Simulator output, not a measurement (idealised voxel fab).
You're looking at the process module voxel transistor to metal.
Section cut is 280 nm wide and gridded with 5 nm square cells.
Notation: cross-section as square-cell grid; stated in bands, top first, going down; one or more cell rows per band.
The entry gives the band's vertical extent as a top height and a bottom height in nm, then its horizontal make-up as materials from left to right, each with a width in nm. "air" stands for empty space; a single material marked "everywhere" fills the band edge to edge.
Height 0 is the level under which the wafer as received is all one material. The lowest band goes on downwards, as in "0 and below".
A two-number width, for instance "30->40", indicates that the width is equal to the first number in the top row of the band and to the second number in the bottom row, and that it changes by a constant amount per row of cells.
Where the words "same as before" appear for a step, the cross-section shows no cell changed by that step; every cell remained as before.
Listed in "Trapped void list": every empty space of 8 or more cells without an open way to the top. Form: width x height at distance, the distance being from the left edge, all in nm.
On a step's line, text after the settings is the simulator commenting on that step.
You can add "overlay nm" to a step's line. For a step with a mask, it describes how far the mask lay to the right of its planned position, and a negative number describes a lay to the left.

**This section lists the process steps that were planned**
1,RECEIVE | material Si
2,CONFORMAL_DEP | material SiO2 | thk nm 5
3,CONFORMAL_DEP | material SiN | thk nm 15
4,DIRECTIONAL_DEP | material aC | thk nm 10
5,PATTERN | tone cover | mask id ACTIVE | material resist | width nm 110 | pitch nm 130 | thk nm 25 | overlay nm 0
6,DIRECTIONAL_ETCH | etch materials aC | depth nm 10
7,STRIP | etch materials resist
8,DIRECTIONAL_ETCH | etch materials SiN | depth nm 15
9,DIRECTIONAL_ETCH | etch materials SiO2 | depth nm 5
10,DIRECTIONAL_ETCH | etch materials Si | depth nm 20
11,STRIP | etch materials aC
12,FILL_DEP | material SiO2 | thk nm 10
13,CMP | height nm 20
14,SELECTIVE_ETCH | etch materials SiO2 | depth nm 15
15,STRIP | etch materials SiN
16,SELECTIVE_ETCH | etch materials SiO2 | depth nm 5
17,OXIDIZE | depth nm 5
18,DIRECTIONAL_DEP | material polySi | thk nm 25
19,DIRECTIONAL_DEP | material SiCN | thk nm 10
20,MASKED_ETCH | tone cover | mask id GATE | width nm 20 | pitch nm 130 | etch materials SiCN | depth nm 20 | overlay nm 0
21,MASKED_ETCH | tone cover | mask id GATE | width nm 20 | pitch nm 130 | etch materials polySi | depth nm 35 | overlay nm 0
22,CONFORMAL_DEP | material SiN | thk nm 5
23,DIRECTIONAL_ETCH | etch materials SiN | depth nm 5
24,DIRECTIONAL_ETCH | etch materials SiO2 | depth nm 5
25,DIRECTIONAL_ETCH | etch materials Si | depth nm 10
26,EPI | material SiGe | thk nm 10
27,FILL_DEP | material SiO2 | thk nm 10
28,CMP | height nm 35
29,DIRECTIONAL_DEP | material SiO2 | thk nm 10
30,MASKED_ETCH | tone open | mask id CONTACT | width nm 20 | etch materials SiO2 | depth nm 50 | overlay nm 0
31,CONFORMAL_DEP | material TiN | thk nm 5
32,FILL_DEP | material Ru | thk nm 10
33,CMP | height nm 45
34,CONFORMAL_DEP | material SiCN | thk nm 5
35,DIRECTIONAL_DEP | material SiO2 | thk nm 20
36,MASKED_ETCH | tone open | mask id METAL_1 | width nm 20 | etch materials SiO2 | depth nm 20 | overlay nm 0
37,MASKED_ETCH | tone open | mask id METAL_1 | width nm 20 | etch materials SiCN | depth nm 5 | overlay nm 0
38,CONFORMAL_DEP | material TiN | thk nm 5
39,FILL_DEP | material W | thk nm 5
40,CMP | height nm 70
41,EPI | material Ru | thk nm 5
42,FILL_DEP | material SiCN | thk nm 5
43,DIRECTIONAL_DEP | material lowk | thk nm 25
44,PATTERN | tone open | mask id METAL_2 | material resist | width nm 20 | pitch nm 130 | thk nm 15 | overlay nm 0
45,DIRECTIONAL_ETCH | etch materials lowk | depth nm 15
46,STRIP | etch materials resist
47,PATTERN | tone open | mask id METAL_2_HOLES | material resist | width nm 15 | pitch nm 130 | thk nm 15 | overlay nm 0
48,DIRECTIONAL_ETCH | etch materials lowk | depth nm 10
49,DIRECTIONAL_ETCH | etch materials SiCN | depth nm 5
50,STRIP | etch materials resist
51,CONFORMAL_DEP | material TiN | thk nm 5
52,FILL_DEP | material Cu | thk nm 5
53,CMP | height nm 105
54,CONFORMAL_DEP | material SiCN | thk nm 5

**Concerning the first of two wafers, which was run in accordance with the plan**

**Wafer at receipt (post step 1), cross-section**
	0 and below = Si everywhere
	Trapped void list: none

**After step 2, in cross-section**
	5 down to 0 = SiO2 everywhere
	Beneath the level 0, the cross-section is identical to its previous state.

**After step 3, in cross-section**
	20 down to 5 = SiN everywhere
	Beneath the level 5, the cross-section is identical to its previous state.

**After step 4, in cross-section**
	30 down to 20 = aC everywhere
	Beneath the level 20, the cross-section is identical to its previous state.

**After step 5, in cross-section**
	55 down to 30 = air=20, then resist=110, then air=20, then resist=110, then air=20
	Beneath the level 30, the cross-section is identical to its previous state.

**After step 6, in cross-section**
	45 down to 30 = air=20, then resist=110, then air=20, then resist=110, then air=20
	30 down to 20 = air=20, then aC=110, then air=20, then aC=110, then air=20
	Beneath the level 20, the cross-section is identical to its previous state.

**After step 7, in cross-section**
	30 down to 20 = air=20, then aC=110, then air=20, then aC=110, then air=20
	Beneath the level 20, the cross-section is identical to its previous state.

**After step 8, in cross-section**
	30 down to 20 = air=20, then aC=110, then air=20, then aC=110, then air=20
	20 down to 5 = air=20, then SiN=110, then air=20, then SiN=110, then air=20
	Beneath the level 5, the cross-section is identical to its previous state.

**After step 9, in cross-section**
	30 down to 20 = air=20, then aC=110, then air=20, then aC=110, then air=20
	20 down to 5 = air=20, then SiN=110, then air=20, then SiN=110, then air=20
	5 down to 0 = air=20, then SiO2=110, then air=20, then SiO2=110, then air=20
	Beneath the level 0, the cross-section is identical to its previous state.

**After step 10, in cross-section**
	30 down to 20 = air=20, then aC=110, then air=20, then aC=110, then air=20
	20 down to 5 = air=20, then SiN=110, then air=20, then SiN=110, then air=20
	5 down to 0 = air=20, then SiO2=110, then air=20, then SiO2=110, then air=20
	0 down to -20 = air=20, then Si=110, then air=20, then Si=110, then air=20
	Beneath the level -20, the cross-section is identical to its previous state.

**After step 11, in cross-section**
	20 down to 5 = air=20, then SiN=110, then air=20, then SiN=110, then air=20
	Beneath the level 5, the cross-section is identical to its previous state.

**After step 12, in cross-section**
	30 down to 20 = SiO2 everywhere
	20 down to 5 = SiO2=20, then SiN=110, then SiO2=20, then SiN=110, then SiO2=20
	5 down to 0 = SiO2 everywhere
	0 down to -20 = SiO2=20, then Si=110, then SiO2=20, then Si=110, then SiO2=20
	Beneath the level -20, the cross-section is identical to its previous state.

**After step 13, in cross-section**
	20 down to 5 = SiO2=20, then SiN=110, then SiO2=20, then SiN=110, then SiO2=20
	Beneath the level 5, the cross-section is identical to its previous state.

**After step 14, in cross-section**
	20 down to 5 = air=20, then SiN=110, then air=20, then SiN=110, then air=20
	Beneath the level 5, the cross-section is identical to its previous state.

**After step 15, in cross-section**
	5 down to 0 = SiO2 everywhere
	Beneath the level 0, the cross-section is identical to its previous state.

**After step 16, in cross-section**
	0 down to -20 = SiO2=20, then Si=110, then SiO2=20, then Si=110, then SiO2=20
	Beneath the level -20, the cross-section is identical to its previous state.

**After step 17, in cross-section**
	0 down to -5 = SiO2 everywhere
	Beneath the level -5, the cross-section is identical to its previous state.

**After step 18, in cross-section**
	25 down to 0 = polySi everywhere
	Beneath the level 0, the cross-section is identical to its previous state.

**After step 19, in cross-section**
	35 down to 25 = SiCN everywhere
	Beneath the level 25, the cross-section is identical to its previous state.

**After step 20, in cross-section**
	35 down to 25 = air=65, then SiCN=20, then air=110, then SiCN=20, then air=65
	Beneath the level 25, the cross-section is identical to its previous state.

**After step 21, in cross-section**
	35 down to 25 = air=65, then SiCN=20, then air=110, then SiCN=20, then air=65
	25 down to 0 = air=65, then polySi=20, then air=110, then polySi=20, then air=65
	Beneath the level 0, the cross-section is identical to its previous state.

**After step 22, in cross-section**
	40 down to 35 = air=60, then SiN=30, then air=100, then SiN=30, then air=60
	35 down to 25 = air=60, then SiN=5, then SiCN=20, then SiN=5, then air=100, then SiN=5, then SiCN=20, then SiN=5, then air=60
	25 down to 5 = air=60, then SiN=5, then polySi=20, then SiN=5, then air=100, then SiN=5, then polySi=20, then SiN=5, then air=60
	5 down to 0 = SiN=65, then polySi=20, then SiN=110, then polySi=20, then SiN=65
	Beneath the level 0, the cross-section is identical to its previous state.

**After step 23, in cross-section**
	35 down to 25 = air=60, then SiN=5, then SiCN=20, then SiN=5, then air=100, then SiN=5, then SiCN=20, then SiN=5, then air=60
	25 down to 0 = air=60, then SiN=5, then polySi=20, then SiN=5, then air=100, then SiN=5, then polySi=20, then SiN=5, then air=60
	Beneath the level 0, the cross-section is identical to its previous state.

**After step 24, in cross-section**
	35 down to 25 = air=60, then SiN=5, then SiCN=20, then SiN=5, then air=100, then SiN=5, then SiCN=20, then SiN=5, then air=60
	25 down to 0 = air=60, then SiN=5, then polySi=20, then SiN=5, then air=100, then SiN=5, then polySi=20, then SiN=5, then air=60
	0 down to -5 = air=60, then SiO2=30, then air=100, then SiO2=30, then air=60
	Beneath the level -5, the cross-section is identical to its previous state.

**After step 25, in cross-section**
	35 down to 25 = air=60, then SiN=5, then SiCN=20, then SiN=5, then air=100, then SiN=5, then SiCN=20, then SiN=5, then air=60
	25 down to 0 = air=60, then SiN=5, then polySi=20, then SiN=5, then air=100, then SiN=5, then polySi=20, then SiN=5, then air=60
	0 down to -5 = air=60, then SiO2=30, then air=100, then SiO2=30, then air=60
	-5 down to -15 = SiO2=20, then air=40, then Si=30, then air=40, then SiO2=20, then air=40, then Si=30, then air=40, then SiO2=20
	Beneath the level -15, the cross-section is identical to its previous state.

**After step 26, in cross-section**
	35 down to 25 = air=60, then SiN=5, then SiCN=20, then SiN=5, then air=100, then SiN=5, then SiCN=20, then SiN=5, then air=60
	25 down to 5 = air=60, then SiN=5, then polySi=20, then SiN=5, then air=100, then SiN=5, then polySi=20, then SiN=5, then air=60
	5 down to 0 = air=50, then SiGe=10, then SiN=5, then polySi=20, then SiN=5, then SiGe=10, then air=80, then SiGe=10, then SiN=5, then polySi=20, then SiN=5, then SiGe=10, then air=50
	0 down to -5 = air=50, then SiGe=10, then SiO2=30, then SiGe=10, then air=80, then SiGe=10, then SiO2=30, then SiGe=10, then air=50
	-5 down to -15 = SiO2=20, then SiGe=40, then Si=30, then SiGe=40, then SiO2=20, then SiGe=40, then Si=30, then SiGe=40, then SiO2=20
	Beneath the level -15, the cross-section is identical to its previous state.

**After step 27, in cross-section**
	45 down to 35 = SiO2 everywhere
	35 down to 25 = SiO2=60, then SiN=5, then SiCN=20, then SiN=5, then SiO2=100, then SiN=5, then SiCN=20, then SiN=5, then SiO2=60
	25 down to 5 = SiO2=60, then SiN=5, then polySi=20, then SiN=5, then SiO2=100, then SiN=5, then polySi=20, then SiN=5, then SiO2=60
	5 down to 0 = SiO2=50, then SiGe=10, then SiN=5, then polySi=20, then SiN=5, then SiGe=10, then SiO2=80, then SiGe=10, then SiN=5, then polySi=20, then SiN=5, then SiGe=10, then SiO2=50
	0 down to -5 = SiO2=50, then SiGe=10, then SiO2=30, then SiGe=10, then SiO2=80, then SiGe=10, then SiO2=30, then SiGe=10, then SiO2=50
	Beneath the level -5, the cross-section is identical to its previous state.

**After step 28, in cross-section**
	35 down to 25 = SiO2=60, then SiN=5, then SiCN=20, then SiN=5, then SiO2=100, then SiN=5, then SiCN=20, then SiN=5, then SiO2=60
	Beneath the level 25, the cross-section is identical to its previous state.

**After step 29, in cross-section**
	45 down to 35 = SiO2 everywhere
	Beneath the level 35, the cross-section is identical to its previous state.

**After step 30, in cross-section**
	45 down to 35 = SiO2=25, then air=20, then SiO2=60, then air=20, then SiO2=30, then air=20, then SiO2=60, then air=20, then SiO2=25
	35 down to 25 = SiO2=25, then air=20, then SiO2=15, then SiN=5, then SiCN=20, then SiN=5, then SiO2=15, then air=20, then SiO2=30, then air=20, then SiO2=15, then SiN=5, then SiCN=20, then SiN=5, then SiO2=15, then air=20, then SiO2=25
	25 down to 5 = SiO2=25, then air=20, then SiO2=15, then SiN=5, then polySi=20, then SiN=5, then SiO2=15, then air=20, then SiO2=30, then air=20, then SiO2=15, then SiN=5, then polySi=20, then SiN=5, then SiO2=15, then air=20, then SiO2=25
	5 down to 0 = SiO2=25, then air=20, then SiO2=5, then SiGe=10, then SiN=5, then polySi=20, then SiN=5, then SiGe=10, then SiO2=5, then air=20, then SiO2=30, then air=20, then SiO2=5, then SiGe=10, then SiN=5, then polySi=20, then SiN=5, then SiGe=10, then SiO2=5, then air=20, then SiO2=25
	0 down to -5 = SiO2=25, then air=20, then SiO2=5, then SiGe=10, then SiO2=30, then SiGe=10, then SiO2=5, then air=20, then SiO2=30, then air=20, then SiO2=5, then SiGe=10, then SiO2=30, then SiGe=10, then SiO2=5, then air=20, then SiO2=25
	Beneath the level -5, the cross-section is identical to its previous state.

**After step 31, in cross-section**
	50 down to 45 = TiN=30, then air=10, then TiN=70, then air=10, then TiN=40, then air=10, then TiN=70, then air=10, then TiN=30
	45 down to 35 = SiO2=25, then TiN=5, then air=10, then TiN=5, then SiO2=60, then TiN=5, then air=10, then TiN=5, then SiO2=30, then TiN=5, then air=10, then TiN=5, then SiO2=60, then TiN=5, then air=10, then TiN=5, then SiO2=25
	35 down to 25 = SiO2=25, then TiN=5, then air=10, then TiN=5, then SiO2=15, then SiN=5, then SiCN=20, then SiN=5, then SiO2=15, then TiN=5, then air=10, then TiN=5, then SiO2=30, then TiN=5, then air=10, then TiN=5, then SiO2=15, then SiN=5, then SiCN=20, then SiN=5, then SiO2=15, then TiN=5, then air=10, then TiN=5, then SiO2=25
	25 down to 5 = SiO2=25, then TiN=5, then air=10, then TiN=5, then SiO2=15, then SiN=5, then polySi=20, then SiN=5, then SiO2=15, then TiN=5, then air=10, then TiN=5, then SiO2=30, then TiN=5, then air=10, then TiN=5, then SiO2=15, then SiN=5, then polySi=20, then SiN=5, then SiO2=15, then TiN=5, then air=10, then TiN=5, then SiO2=25
	5 down to 0 = SiO2=25, then TiN=5, then air=10, then TiN=5, then SiO2=5, then SiGe=10, then SiN=5, then polySi=20, then SiN=5, then SiGe=10, then SiO2=5, then TiN=5, then air=10, then TiN=5, then SiO2=30, then TiN=5, then air=10, then TiN=5, then SiO2=5, then SiGe=10, then SiN=5, then polySi=20, then SiN=5, then SiGe=10, then SiO2=5, then TiN=5, then air=10, then TiN=5, then SiO2=25
	0 down to -5 = SiO2=25, then TiN=20, then SiO2=5, then SiGe=10, then SiO2=30, then SiGe=10, then SiO2=5, then TiN=20, then SiO2=30, then TiN=20, then SiO2=5, then SiGe=10, then SiO2=30, then SiGe=10, then SiO2=5, then TiN=20, then SiO2=25
	Beneath the level -5, the cross-section is identical to its previous state.

**After step 32, in cross-section**
	60 down to 50 = Ru everywhere
	50 down to 45 = TiN=30, then Ru=10, then TiN=70, then Ru=10, then TiN=40, then Ru=10, then TiN=70, then Ru=10, then TiN=30
	45 down to 35 = SiO2=25, then TiN=5, then Ru=10, then TiN=5, then SiO2=60, then TiN=5, then Ru=10, then TiN=5, then SiO2=30, then TiN=5, then Ru=10, then TiN=5, then SiO2=60, then TiN=5, then Ru=10, then TiN=5, then SiO2=25
	35 down to 25 = SiO2=25, then TiN=5, then Ru=10, then TiN=5, then SiO2=15, then SiN=5, then SiCN=20, then SiN=5, then SiO2=15, then TiN=5, then Ru=10, then TiN=5, then SiO2=30, then TiN=5, then Ru=10, then TiN=5, then SiO2=15, then SiN=5, then SiCN=20, then SiN=5, then SiO2=15, then TiN=5, then Ru=10, then TiN=5, then SiO2=25
	25 down to 5 = SiO2=25, then TiN=5, then Ru=10, then TiN=5, then SiO2=15, then SiN=5, then polySi=20, then SiN=5, then SiO2=15, then TiN=5, then Ru=10, then TiN=5, then SiO2=30, then TiN=5, then Ru=10, then TiN=5, then SiO2=15, then SiN=5, then polySi=20, then SiN=5, then SiO2=15, then TiN=5, then Ru=10, then TiN=5, then SiO2=25
	5 down to 0 = SiO2=25, then TiN=5, then Ru=10, then TiN=5, then SiO2=5, then SiGe=10, then SiN=5, then polySi=20, then SiN=5, then SiGe=10, then SiO2=5, then TiN=5, then Ru=10, then TiN=5, then SiO2=30, then TiN=5, then Ru=10, then TiN=5, then SiO2=5, then SiGe=10, then SiN=5, then polySi=20, then SiN=5, then SiGe=10, then SiO2=5, then TiN=5, then Ru=10, then TiN=5, then SiO2=25
	Beneath the level 0, the cross-section is identical to its previous state.

**After step 33, in cross-section**
	45 down to 35 = SiO2=25, then TiN=5, then Ru=10, then TiN=5, then SiO2=60, then TiN=5, then Ru=10, then TiN=5, then SiO2=30, then TiN=5, then Ru=10, then TiN=5, then SiO2=60, then TiN=5, then Ru=10, then TiN=5, then SiO2=25
	Beneath the level 35, the cross-section is identical to its previous state.

**After step 34, in cross-section**
	50 down to 45 = SiCN everywhere
	Beneath the level 45, the cross-section is identical to its previous state.

**After step 35, in cross-section**
	70 down to 50 = SiO2 everywhere
	Beneath the level 50, the cross-section is identical to its previous state.

**After step 36, in cross-section**
	70 down to 50 = SiO2=25, then air=20, then SiO2=60, then air=20, then SiO2=30, then air=20, then SiO2=60, then air=20, then SiO2=25
	Beneath the level 50, the cross-section is identical to its previous state.

**After step 37, in cross-section**
	70 down to 50 = SiO2=25, then air=20, then SiO2=60, then air=20, then SiO2=30, then air=20, then SiO2=60, then air=20, then SiO2=25
	50 down to 45 = SiCN=25, then air=20, then SiCN=60, then air=20, then SiCN=30, then air=20, then SiCN=60, then air=20, then SiCN=25
	Beneath the level 45, the cross-section is identical to its previous state.

**After step 38, in cross-section**
	75 down to 70 = TiN=30, then air=10, then TiN=70, then air=10, then TiN=40, then air=10, then TiN=70, then air=10, then TiN=30
	70 down to 50 = SiO2=25, then TiN=5, then air=10, then TiN=5, then SiO2=60, then TiN=5, then air=10, then TiN=5, then SiO2=30, then TiN=5, then air=10, then TiN=5, then SiO2=60, then TiN=5, then air=10, then TiN=5, then SiO2=25
	50 down to 45 = SiCN=25, then TiN=20, then SiCN=60, then TiN=20, then SiCN=30, then TiN=20, then SiCN=60, then TiN=20, then SiCN=25
	Beneath the level 45, the cross-section is identical to its previous state.

**After step 39, in cross-section**
	80 down to 75 = W everywhere
	75 down to 70 = TiN=30, then W=10, then TiN=70, then W=10, then TiN=40, then W=10, then TiN=70, then W=10, then TiN=30
	70 down to 50 = SiO2=25, then TiN=5, then W=10, then TiN=5, then SiO2=60, then TiN=5, then W=10, then TiN=5, then SiO2=30, then TiN=5, then W=10, then TiN=5, then SiO2=60, then TiN=5, then W=10, then TiN=5, then SiO2=25
	Beneath the level 50, the cross-section is identical to its previous state.

**After step 40, in cross-section**
	70 down to 50 = SiO2=25, then TiN=5, then W=10, then TiN=5, then SiO2=60, then TiN=5, then W=10, then TiN=5, then SiO2=30, then TiN=5, then W=10, then TiN=5, then SiO2=60, then TiN=5, then W=10, then TiN=5, then SiO2=25
	Beneath the level 50, the cross-section is identical to its previous state.

**After step 41, in cross-section**
	75 down to 70 = air=20, then Ru=30, then air=50, then Ru=30, then air=20, then Ru=30, then air=50, then Ru=30, then air=20
	Beneath the level 70, the cross-section is identical to its previous state.

**After step 42, in cross-section**
	80 down to 75 = SiCN everywhere
	75 down to 70 = SiCN=20, then Ru=30, then SiCN=50, then Ru=30, then SiCN=20, then Ru=30, then SiCN=50, then Ru=30, then SiCN=20
	Beneath the level 70, the cross-section is identical to its previous state.

**After step 43, in cross-section**
	105 down to 80 = lowk everywhere
	Beneath the level 80, the cross-section is identical to its previous state.

**After step 44, in cross-section**
	120 down to 105 = resist=25, then air=20, then resist=110, then air=20, then resist=105
	Beneath the level 105, the cross-section is identical to its previous state.

**After step 45, in cross-section**
	120 down to 105 = resist=25, then air=20, then resist=110, then air=20, then resist=105
	105 down to 90 = lowk=25, then air=20, then lowk=110, then air=20, then lowk=105
	Beneath the level 90, the cross-section is identical to its previous state.

**After step 46, in cross-section**
	105 down to 90 = lowk=25, then air=20, then lowk=110, then air=20, then lowk=105
	Beneath the level 90, the cross-section is identical to its previous state.

**After step 47, in cross-section**
	120 down to 105 = resist=25, then air=15, then resist=115, then air=15, then resist=110
	105 down to 90 = lowk=25, then air=15, then resist=5, then lowk=110, then air=15, then resist=5, then lowk=105
	Beneath the level 90, the cross-section is identical to its previous state.

**After step 48, in cross-section**
	120 down to 105 = resist=25, then air=15, then resist=115, then air=15, then resist=110
	105 down to 90 = lowk=25, then air=15, then resist=5, then lowk=110, then air=15, then resist=5, then lowk=105
	90 down to 80 = lowk=25, then air=15, then lowk=115, then air=15, then lowk=110
	Beneath the level 80, the cross-section is identical to its previous state.

**After step 49, in cross-section**
	120 down to 105 = resist=25, then air=15, then resist=115, then air=15, then resist=110
	105 down to 90 = lowk=25, then air=15, then resist=5, then lowk=110, then air=15, then resist=5, then lowk=105
	90 down to 80 = lowk=25, then air=15, then lowk=115, then air=15, then lowk=110
	80 down to 75 = SiCN=25, then air=15, then SiCN=115, then air=15, then SiCN=110
	Beneath the level 75, the cross-section is identical to its previous state.

**After step 50, in cross-section**
	105 down to 90 = lowk=25, then air=20, then lowk=110, then air=20, then lowk=105
	Beneath the level 90, the cross-section is identical to its previous state.

**After step 51, in cross-section**
	110 down to 105 = TiN=30, then air=10, then TiN=120, then air=10, then TiN=110
	105 down to 95 = lowk=25, then TiN=5, then air=10, then TiN=5, then lowk=110, then TiN=5, then air=10, then TiN=5, then lowk=105
	95 down to 90 = lowk=25, then TiN=5, then air=5, then TiN=10, then lowk=110, then TiN=5, then air=5, then TiN=10, then lowk=105
	90 down to 80 = lowk=25, then TiN=5, then air=5, then TiN=5, then lowk=115, then TiN=5, then air=5, then TiN=5, then lowk=110
	80 down to 75 = SiCN=25, then TiN=15, then SiCN=115, then TiN=15, then SiCN=110
	Beneath the level 75, the cross-section is identical to its previous state.

**After step 52, in cross-section**
	115 down to 110 = Cu everywhere
	110 down to 105 = TiN=30, then Cu=10, then TiN=120, then Cu=10, then TiN=110
	105 down to 95 = lowk=25, then TiN=5, then Cu=10, then TiN=5, then lowk=110, then TiN=5, then Cu=10, then TiN=5, then lowk=105
	95 down to 90 = lowk=25, then TiN=5, then Cu=5, then TiN=10, then lowk=110, then TiN=5, then Cu=5, then TiN=10, then lowk=105
	90 down to 80 = lowk=25, then TiN=5, then Cu=5, then TiN=5, then lowk=115, then TiN=5, then Cu=5, then TiN=5, then lowk=110
	Beneath the level 80, the cross-section is identical to its previous state.

**After step 53, in cross-section**
	105 down to 95 = lowk=25, then TiN=5, then Cu=10, then TiN=5, then lowk=110, then TiN=5, then Cu=10, then TiN=5, then lowk=105
	Beneath the level 95, the cross-section is identical to its previous state.

**After step 54, in cross-section**
	110 down to 105 = SiCN everywhere
	Beneath the level 105, the cross-section is identical to its previous state.

**For the second wafer, take the first wafer's start and plan, then add one mistake made in running it; everything through step 35, that step included, is shared with the first**

**Second wafer, cut view, end of step 36 per plan**
	70 down to 50 = SiO2=20, then air=20, then SiO2=60, then air=20, then SiO2=30, then air=20, then SiO2=60, then air=20, then SiO2=30
	Beneath the level 50, the cross-section is identical to its previous state.

**Second wafer, cut view, end of step 37 per plan**
	70 down to 50 = SiO2=20, then air=20, then SiO2=60, then air=20, then SiO2=30, then air=20, then SiO2=60, then air=20, then SiO2=30
	50 down to 45 = SiCN=25, then air=15, then SiCN=65, then air=15, then SiCN=35, then air=15, then SiCN=65, then air=15, then SiCN=30
	Beneath the level 45, the cross-section is identical to its previous state.

**Second wafer, cut view, end of step 38 per plan**
	75 down to 70 = TiN=25, then air=10, then TiN=70, then air=10, then TiN=40, then air=10, then TiN=70, then air=10, then TiN=35
	70 down to 55 = SiO2=20, then TiN=5, then air=10, then TiN=5, then SiO2=60, then TiN=5, then air=10, then TiN=5, then SiO2=30, then TiN=5, then air=10, then TiN=5, then SiO2=60, then TiN=5, then air=10, then TiN=5, then SiO2=30
	55 down to 50 = SiO2=20, then TiN=10, then air=5, then TiN=5, then SiO2=60, then TiN=10, then air=5, then TiN=5, then SiO2=30, then TiN=10, then air=5, then TiN=5, then SiO2=60, then TiN=10, then air=5, then TiN=5, then SiO2=30
	50 down to 45 = SiCN=25, then TiN=15, then SiCN=65, then TiN=15, then SiCN=35, then TiN=15, then SiCN=65, then TiN=15, then SiCN=30
	Beneath the level 45, the cross-section is identical to its previous state.

**Second wafer, cut view, end of step 39 per plan**
	80 down to 75 = W everywhere
	75 down to 70 = TiN=25, then W=10, then TiN=70, then W=10, then TiN=40, then W=10, then TiN=70, then W=10, then TiN=35
	70 down to 55 = SiO2=20, then TiN=5, then W=10, then TiN=5, then SiO2=60, then TiN=5, then W=10, then TiN=5, then SiO2=30, then TiN=5, then W=10, then TiN=5, then SiO2=60, then TiN=5, then W=10, then TiN=5, then SiO2=30
	55 down to 50 = SiO2=20, then TiN=10, then W=5, then TiN=5, then SiO2=60, then TiN=10, then W=5, then TiN=5, then SiO2=30, then TiN=10, then W=5, then TiN=5, then SiO2=60, then TiN=10, then W=5, then TiN=5, then SiO2=30
	Beneath the level 50, the cross-section is identical to its previous state.

**Second wafer, cut view, end of step 40 per plan**
	70 down to 55 = SiO2=20, then TiN=5, then W=10, then TiN=5, then SiO2=60, then TiN=5, then W=10, then TiN=5, then SiO2=30, then TiN=5, then W=10, then TiN=5, then SiO2=60, then TiN=5, then W=10, then TiN=5, then SiO2=30
	Beneath the level 55, the cross-section is identical to its previous state.

**Second wafer, cut view, end of step 41 per plan**
	75 down to 70 = air=15, then Ru=30, then air=50, then Ru=30, then air=20, then Ru=30, then air=50, then Ru=30, then air=25
	Beneath the level 70, the cross-section is identical to its previous state.

**Second wafer, cut view, end of step 42 per plan**
	80 down to 75 = SiCN everywhere
	75 down to 70 = SiCN=15, then Ru=30, then SiCN=50, then Ru=30, then SiCN=20, then Ru=30, then SiCN=50, then Ru=30, then SiCN=25
	Beneath the level 70, the cross-section is identical to its previous state.

**Second wafer, cut view, end of step 43 per plan**
	105 down to 80 = lowk everywhere
	Beneath the level 80, the cross-section is identical to its previous state.

**Second wafer, cut view, end of step 44 per plan**
	120 down to 105 = resist=25, then air=20, then resist=110, then air=20, then resist=105
	Beneath the level 105, the cross-section is identical to its previous state.

**Second wafer, cut view, end of step 45 per plan**
	120 down to 105 = resist=25, then air=20, then resist=110, then air=20, then resist=105
	105 down to 90 = lowk=25, then air=20, then lowk=110, then air=20, then lowk=105
	Beneath the level 90, the cross-section is identical to its previous state.

**Second wafer, cut view, end of step 46 per plan**
	105 down to 90 = lowk=25, then air=20, then lowk=110, then air=20, then lowk=105
	Beneath the level 90, the cross-section is identical to its previous state.

**Second wafer, cut view, end of step 47 per plan**
	120 down to 105 = resist=25, then air=15, then resist=115, then air=15, then resist=110
	105 down to 90 = lowk=25, then air=15, then resist=5, then lowk=110, then air=15, then resist=5, then lowk=105
	Beneath the level 90, the cross-section is identical to its previous state.

**Second wafer, cut view, end of step 48 per plan**
	120 down to 105 = resist=25, then air=15, then resist=115, then air=15, then resist=110
	105 down to 90 = lowk=25, then air=15, then resist=5, then lowk=110, then air=15, then resist=5, then lowk=105
	90 down to 80 = lowk=25, then air=15, then lowk=115, then air=15, then lowk=110
	Beneath the level 80, the cross-section is identical to its previous state.

**Second wafer, cut view, end of step 49 per plan**
	120 down to 105 = resist=25, then air=15, then resist=115, then air=15, then resist=110
	105 down to 90 = lowk=25, then air=15, then resist=5, then lowk=110, then air=15, then resist=5, then lowk=105
	90 down to 80 = lowk=25, then air=15, then lowk=115, then air=15, then lowk=110
	80 down to 75 = SiCN=25, then air=15, then SiCN=115, then air=15, then SiCN=110
	Beneath the level 75, the cross-section is identical to its previous state.

**Second wafer, cut view, end of step 50 per plan**
	105 down to 90 = lowk=25, then air=20, then lowk=110, then air=20, then lowk=105
	Beneath the level 90, the cross-section is identical to its previous state.

**Second wafer, cut view, end of step 51 per plan**
	110 down to 105 = TiN=30, then air=10, then TiN=120, then air=10, then TiN=110
	105 down to 95 = lowk=25, then TiN=5, then air=10, then TiN=5, then lowk=110, then TiN=5, then air=10, then TiN=5, then lowk=105
	95 down to 90 = lowk=25, then TiN=5, then air=5, then TiN=10, then lowk=110, then TiN=5, then air=5, then TiN=10, then lowk=105
	90 down to 80 = lowk=25, then TiN=5, then air=5, then TiN=5, then lowk=115, then TiN=5, then air=5, then TiN=5, then lowk=110
	80 down to 75 = SiCN=25, then TiN=15, then SiCN=115, then TiN=15, then SiCN=110
	Beneath the level 75, the cross-section is identical to its previous state.

**Second wafer, cut view, end of step 52 per plan**
	115 down to 110 = Cu everywhere
	110 down to 105 = TiN=30, then Cu=10, then TiN=120, then Cu=10, then TiN=110
	105 down to 95 = lowk=25, then TiN=5, then Cu=10, then TiN=5, then lowk=110, then TiN=5, then Cu=10, then TiN=5, then lowk=105
	95 down to 90 = lowk=25, then TiN=5, then Cu=5, then TiN=10, then lowk=110, then TiN=5, then Cu=5, then TiN=10, then lowk=105
	90 down to 80 = lowk=25, then TiN=5, then Cu=5, then TiN=5, then lowk=115, then TiN=5, then Cu=5, then TiN=5, then lowk=110
	Beneath the level 80, the cross-section is identical to its previous state.

**Second wafer, cut view, end of step 53 per plan**
	105 down to 95 = lowk=25, then TiN=5, then Cu=10, then TiN=5, then lowk=110, then TiN=5, then Cu=10, then TiN=5, then lowk=105
	Beneath the level 95, the cross-section is identical to its previous state.

**Second wafer, cut view, end of step 54 per plan**
	110 down to 105 = SiCN everywhere
	Beneath the level 105, the cross-section is identical to its previous state.
Diagnosis: step 36 was not run as planned; what actually ran was MASKED_ETCH | tone open | mask id METAL_1 | width nm 20 | etch materials SiO2 | depth nm 20 | overlay nm -5
The final cell counts differ between the wafers, with the second having more or fewer of some materials than the first: +4 SiCN, -4 W
